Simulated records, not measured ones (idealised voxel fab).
process module | voxel transistor to metal
cross-section cut | 150 nm wide | cells 5 nm
A cross-section is a grid of square cells, given in bands from the top down. A band is one or more rows of cells.
Each band's line starts with the height of the band's top and of its bottom, in nm. Then come its materials from left to right, each with its width in nm. One material with "throughout" fills the band from edge to edge. "air" is empty space.
Height 0 is the level under which the wafer as received is all one material. The lowest band goes on downwards, as in "0 down".
A width such as "30 to 40" changes by the same amount from each row of cells to the next, from the band's top row to its bottom row.
"no change" after a step means that no cell of the cross-section changed.
closed voids: empty space of 8 cells or more with no open way to the top, each as width x height at its distance from the left edge, in nm
after a step's settings: what the simulator itself notes on the step
overlay nm, on a step with a mask: how far to the right of its planned place the mask lay; to the left if negative
plan
1 op RECEIVE | material Si
2 op OXIDIZE | depth nm 5
3 op CONFORMAL_DEP | material SiN | thk nm 15
4 op MASKED_ETCH | tone cover | mask id ACTIVE | width nm 105 | etch materials SiN | depth nm 15 | overlay nm 0
5 op MASKED_ETCH | tone cover | mask id ACTIVE | width nm 105 | etch materials SiO2 | depth nm 5 | overlay nm 0
6 op MASKED_ETCH | tone cover | mask id ACTIVE | width nm 105 | etch materials Si | depth nm 35 | overlay nm 0
7 op FILL_DEP | material SiO2 | thk nm 15
8 op CMP | height nm 15
9 op SELECTIVE_ETCH | etch materials SiO2 | depth nm 15
10 op STRIP | etch materials SiN
11 op SELECTIVE_ETCH | etch materials SiO2 | depth nm 5
12 op OXIDIZE | depth nm 5
13 op DIRECTIONAL_DEP | material polySi | thk nm 25
14 op DIRECTIONAL_DEP | material SiCN | thk nm 15
15 op DIRECTIONAL_DEP | material aC | thk nm 10
16 op PATTERN | tone cover | mask id GATE | material resist | width nm 25 | thk nm 30 | overlay nm 0
17 op DIRECTIONAL_ETCH | etch materials aC | depth nm 10
18 op STRIP | etch materials resist
19 op DIRECTIONAL_ETCH | etch materials SiCN | depth nm 25
20 op DIRECTIONAL_ETCH | etch materials polySi | depth nm 35
21 op STRIP | etch materials aC
22 op CONFORMAL_DEP | material SiN | thk nm 5
23 op DIRECTIONAL_ETCH | etch materials SiN | depth nm 5
24 op DIRECTIONAL_ETCH | etch materials SiO2 | depth nm 5
25 op DIRECTIONAL_ETCH | etch materials Si | depth nm 5
26 op EPI | material SiGe | thk nm 5
27 op FILL_DEP | material SiO2 | thk nm 10
28 op CMP | height nm 20
29 op STRIP | etch materials polySi
30 op SELECTIVE_ETCH | etch materials SiO2 | depth nm 5
31 op CONFORMAL_DEP | material HfO2 | thk nm 5
32 op CONFORMAL_DEP | material TiN | thk nm 5
33 op FILL_DEP | material W | thk nm 5
34 op CMP | height nm 15
35 op DIRECTIONAL_DEP | material SiO2 | thk nm 10
36 op MASKED_ETCH | tone open | mask id CONTACT | width nm 15 | pitch nm 80 | etch materials SiO2 | depth nm 35 | overlay nm 0
37 op CONFORMAL_DEP | material TiN | thk nm 5
38 op FILL_DEP | material W | thk nm 10
39 op CMP | height nm 25
40 op DIRECTIONAL_DEP | material TiN | thk nm 5
41 op DIRECTIONAL_DEP | material W | thk nm 15
42 op PATTERN | tone cover | mask id METAL_1 | material resist | width nm 15 | pitch nm 80 | thk nm 20 | overlay nm 0
43 op DIRECTIONAL_ETCH | etch materials W | depth nm 15
44 op DIRECTIONAL_ETCH | etch materials TiN | depth nm 5
45 op STRIP | etch materials resist
46 op FILL_DEP | material SiO2 | thk nm 5
47 op CMP | height nm 45
48 op CONFORMAL_DEP | material SiN | thk nm 5
as received, after step 1
  0 down: Si throughout
  closed voids: none
first wafer at the end, as planned
  50 to 45: SiN throughout
  45 to 30: SiO2 25 | W 15 | SiO2 65 | W 15 | SiO2 30
  30 to 25: SiO2 25 | TiN 15 | SiO2 65 | TiN 15 | SiO2 30
  25 to 15: SiO2 25 | TiN 5 | W 5 | TiN 5 | SiO2 65 | TiN 5 | W 5 | TiN 5 | SiO2 30
  15 to 0: SiO2 25 | TiN 5 | W 5 | TiN 5 | SiO2 15 | SiN 5 | HfO2 5 | TiN 5 | W 5 | TiN 5 | HfO2 5 | SiN 5 | SiO2 15 | TiN 5 | W 5 | TiN 5 | SiO2 30
  0 to -5: SiO2 25 | TiN 5 | W 5 | TiN 5 | SiO2 15 | SiN 5 | HfO2 5 | TiN 15 | HfO2 5 | SiN 5 | SiO2 15 | TiN 5 | W 5 | TiN 5 | SiO2 30
  -5 to -10: SiO2 25 | TiN 15 | SiO2 10 | SiGe 5 | HfO2 35 | SiGe 5 | SiO2 10 | TiN 15 | SiO2 30
  -10 to -15: SiO2 20 | SiGe 35 | Si 35 | SiGe 35 | SiO2 25
  -15 to -40: SiO2 20 | Si 105 | SiO2 25
  -40 down: Si throughout
  closed voids: none
second wafer at the end: like start, like plan, one mistake
  50 to 45: SiN throughout
  45 to 30: SiO2 25 | W 15 | SiO2 65 | W 15 | SiO2 30
  30 to 25: SiO2 25 | TiN 15 | SiO2 65 | TiN 15 | SiO2 30
  25 to 15: SiO2 25 | TiN 5 | W 5 | TiN 5 | SiO2 65 | TiN 5 | W 5 | TiN 5 | SiO2 30
  15 to 0: SiO2 25 | TiN 5 | W 5 | TiN 5 | SiO2 15 | SiN 5 | HfO2 5 | TiN 5 | W 5 | TiN 5 | HfO2 5 | SiN 5 | SiO2 15 | TiN 5 | W 5 | TiN 5 | SiO2 30
  0 to -5: SiO2 25 | TiN 5 | W 5 | TiN 5 | SiO2 15 | SiN 5 | HfO2 5 | TiN 15 | HfO2 5 | SiN 5 | SiO2 15 | TiN 5 | W 5 | TiN 5 | SiO2 30
  -5 to -10: SiO2 15 | SiN 5 | SiO2 5 | TiN 15 | SiO2 10 | SiGe 5 | HfO2 35 | SiGe 5 | SiO2 10 | TiN 15 | SiO2 5 | SiN 5 | SiO2 10 | SiN 5 | SiO2 5
  -10 to -15: SiO2 15 | SiN 5 | SiO2 5 | SiGe 30 | Si 35 | SiGe 30 | SiO2 5 | SiN 5 | SiO2 10 | SiN 5 | SiO2 5
  -15 to -20: SiO2 15 | SiN 5 | SiO2 5 | Si 95 | SiO2 5 | SiN 5 | SiO2 10 | SiN 5 | SiO2 5
  -20 to -25: SiO2 25 | Si 95 | SiO2 30
  -25 to -40: SiO2 20 | Si 105 | SiO2 25
  -40 down: Si throughout
  closed voids: none
what went wrong: steps 9 and 10 were swapped
at the end the second wafer has, in cells: 4 fewer of Si | 2 fewer of SiGe | 9 more of SiN | 3 fewer of SiO2
